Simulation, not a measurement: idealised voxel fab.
Process module name: voxel ribs on slabs
Shown is cross-section cut, with a width of 285 nm and square cells of size 5 nm.
Just so we're on the same page, the cross-sections are grids of square cells, and they're listed out in bands top to bottom, each band one or more rows deep.
What a band's entry tells you: where the top is and where the bottom is, as heights in nm, and after that what lies inside, material by material from left to right, each with its width in nm. Empty space is written as the word "empty", and a single material marked with the word "all across" occupies the band from edge to edge.
For the purposes of this specification, 0 denotes the height below which the wafer in its as-received condition is composed wholly of one material, and the lowermost band, lacking a lower limit, extends downward without end, as expressed in "z 0 and below".
Quick explanation for "30 to 40": the width changes in equal steps down the rows of cells, from the first number in the band's top row to the second number in its bottom row.
The cross-section has no changed cell in any step marked "no alteration".
Empty spaces counting at least 8 cells and having no open way to the top are listed in "Voids lacking openings". The notation width x height at distance is used for each, the distance being from the left edge and all three values in nm.
Where a step's line continues beyond its settings, the continuation is a remark by the simulator itself on that step.
overlay nm: how far to the right of its planned place the mask lay on this masked step (negative: to the left).

Process steps foreseen in the plan
1: op RECEIVE | material Si
2: op DIRECTIONAL_DEP | material SiO2 | thk nm 30
3: op DIRECTIONAL_DEP | material polySi | thk nm 20
4: op PATTERN | tone cover | mask id RIB | material resist | width nm 25 | thk nm 20 | overlay nm 0
5: op DIRECTIONAL_ETCH | etch materials polySi | depth nm 5
6: op STRIP | etch materials resist
7: op DIRECTIONAL_DEP | material aC | thk nm 10
8: op PATTERN | tone cover | mask id SLAB | material resist | width nm 75 | thk nm 30 | overlay nm 0
9: op DIRECTIONAL_ETCH | etch materials aC | depth nm 10
10: op STRIP | etch materials resist
11: op DIRECTIONAL_ETCH | etch materials polySi | depth nm 15
12: op STRIP | etch materials aC
13: op FILL_DEP | material SiO2 | thk nm 25
14: op CMP | height nm 65
15: op DIRECTIONAL_DEP | material W | thk nm 10
16: op MASKED_ETCH | tone cover | mask id HEATER | width nm 35 | etch materials W | depth nm 10 | overlay nm 0
17: op CONFORMAL_DEP | material SiO2 | thk nm 5

The following pertains to the first of two wafers, which was processed as planned

Step 1 complete: cross-section of the wafer as received
  z 0 and below: Si all across
  Voids lacking openings: none

Wafer xsec, post step 2
  z 30 to 0: SiO2 all across
  Note: structure below 0 unchanged.

Wafer xsec, post step 3
  z 50 to 30: polySi all across
  Note: structure below 30 unchanged.

Wafer xsec, post step 4
  z 70 to 50: 130 nm empty, 25 nm resist, 130 nm empty
  Note: structure below 50 unchanged.

Wafer xsec, post step 5
  z 70 to 50: 130 nm empty, 25 nm resist, 130 nm empty
  z 50 to 45: 130 nm empty, 25 nm polySi, 130 nm empty
  Note: structure below 45 unchanged.

Wafer xsec, post step 6
  z 50 to 45: 130 nm empty, 25 nm polySi, 130 nm empty
  Note: structure below 45 unchanged.

Wafer xsec, post step 7
  z 60 to 55: 130 nm empty, 25 nm aC, 130 nm empty
  z 55 to 50: aC all across
  z 50 to 45: 130 nm aC, 25 nm polySi, 130 nm aC
  Note: structure below 45 unchanged.

Wafer xsec, post step 8
  z 90 to 60: 105 nm empty, 75 nm resist, 105 nm empty
  z 60 to 55: 105 nm empty, 25 nm resist, 25 nm aC, 25 nm resist, 105 nm empty
  Note: structure below 55 unchanged.

Wafer xsec, post step 9
  z 80 to 60: 105 nm empty, 75 nm resist, 105 nm empty
  z 60 to 55: 105 nm empty, 25 nm resist, 25 nm aC, 25 nm resist, 105 nm empty
  z 55 to 50: 105 nm empty, 75 nm aC, 105 nm empty
  z 50 to 45: 105 nm empty, 25 nm aC, 25 nm polySi, 25 nm aC, 105 nm empty
  Note: structure below 45 unchanged.

Wafer xsec, post step 10
  z 60 to 50: 130 to 105 nm empty, 25 to 75 nm aC, 130 to 105 nm empty
  Note: structure below 50 unchanged.

Wafer xsec, post step 11
  z 60 to 50: 130 to 105 nm empty, 25 to 75 nm aC, 130 to 105 nm empty
  z 50 to 45: 105 nm empty, 25 nm aC, 25 nm polySi, 25 nm aC, 105 nm empty
  z 45 to 30: 105 nm empty, 75 nm polySi, 105 nm empty
  Note: structure below 30 unchanged.

Wafer xsec, post step 12
  z 50 to 45: 130 nm empty, 25 nm polySi, 130 nm empty
  Note: structure below 45 unchanged.

Wafer xsec, post step 13
  z 75 to 50: SiO2 all across
  z 50 to 45: 130 nm SiO2, 25 nm polySi, 130 nm SiO2
  z 45 to 30: 105 nm SiO2, 75 nm polySi, 105 nm SiO2
  Note: structure below 30 unchanged.

Wafer xsec, post step 14
  z 65 to 50: SiO2 all across
  Note: structure below 50 unchanged.

Wafer xsec, post step 15
  z 75 to 65: W all across
  Note: structure below 65 unchanged.

Wafer xsec, post step 16
  z 75 to 65: 125 nm empty, 35 nm W, 125 nm empty
  Note: structure below 65 unchanged.

Wafer xsec, post step 17
  z 80 to 75: 120 nm empty, 45 nm SiO2, 120 nm empty
  z 75 to 70: 120 nm empty, 5 nm SiO2, 35 nm W, 5 nm SiO2, 120 nm empty
  z 70 to 65: 125 nm SiO2, 35 nm W, 125 nm SiO2
  Note: structure below 65 unchanged.

Here the second wafer is described. Its start and its plan were those of the first wafer. Its run contained one mistake. Up to and including step 1, it did exactly what the first wafer did

X-section, second wafer, when step 2 was due to finish
  z 20 to 0: polySi all across
  Note: structure below 0 unchanged.

X-section, second wafer, when step 3 was due to finish
  z 50 to 20: SiO2 all across
  Note: structure below 20 unchanged.

X-section, second wafer, when step 4 was due to finish
  z 70 to 50: 130 nm empty, 25 nm resist, 130 nm empty
  Note: structure below 50 unchanged.

X-section, second wafer, when step 5 was due to finish: no alteration

X-section, second wafer, when step 6 was due to finish
  z 50 to 20: SiO2 all across
  Note: structure below 20 unchanged.

X-section, second wafer, when step 7 was due to finish
  z 60 to 50: aC all across
  Note: structure below 50 unchanged.

X-section, second wafer, when step 8 was due to finish
  z 90 to 60: 105 nm empty, 75 nm resist, 105 nm empty
  Note: structure below 60 unchanged.

X-section, second wafer, when step 9 was due to finish
  z 80 to 60: 105 nm empty, 75 nm resist, 105 nm empty
  z 60 to 50: 105 nm empty, 75 nm aC, 105 nm empty
  Note: structure below 50 unchanged.

X-section, second wafer, when step 10 was due to finish
  z 60 to 50: 105 nm empty, 75 nm aC, 105 nm empty
  Note: structure below 50 unchanged.

X-section, second wafer, when step 11 was due to finish: no alteration

X-section, second wafer, when step 12 was due to finish
  z 50 to 20: SiO2 all across
  Note: structure below 20 unchanged.

X-section, second wafer, when step 13 was due to finish
  z 75 to 20: SiO2 all across
  Note: structure below 20 unchanged.

X-section, second wafer, when step 14 was due to finish
  z 65 to 20: SiO2 all across
  Note: structure below 20 unchanged.

X-section, second wafer, when step 15 was due to finish
  z 75 to 65: W all across
  Note: structure below 65 unchanged.

X-section, second wafer, when step 16 was due to finish
  z 75 to 65: 125 nm empty, 35 nm W, 125 nm empty
  Note: structure below 65 unchanged.

X-section, second wafer, when step 17 was due to finish
  z 80 to 75: 120 nm empty, 45 nm SiO2, 120 nm empty
  z 75 to 70: 120 nm empty, 5 nm SiO2, 35 nm W, 5 nm SiO2, 120 nm empty
  z 70 to 65: 125 nm SiO2, 35 nm W, 125 nm SiO2
  Note: structure below 65 unchanged.
Heads up, the wafer didn't run the way we planned it: step 3 occupied the plan position of step 2, and the converse holds as well
Final comparison by cell count, materials where the second wafer has more or fewer than the first: SiO2: 178 fewer; polySi: 178 more
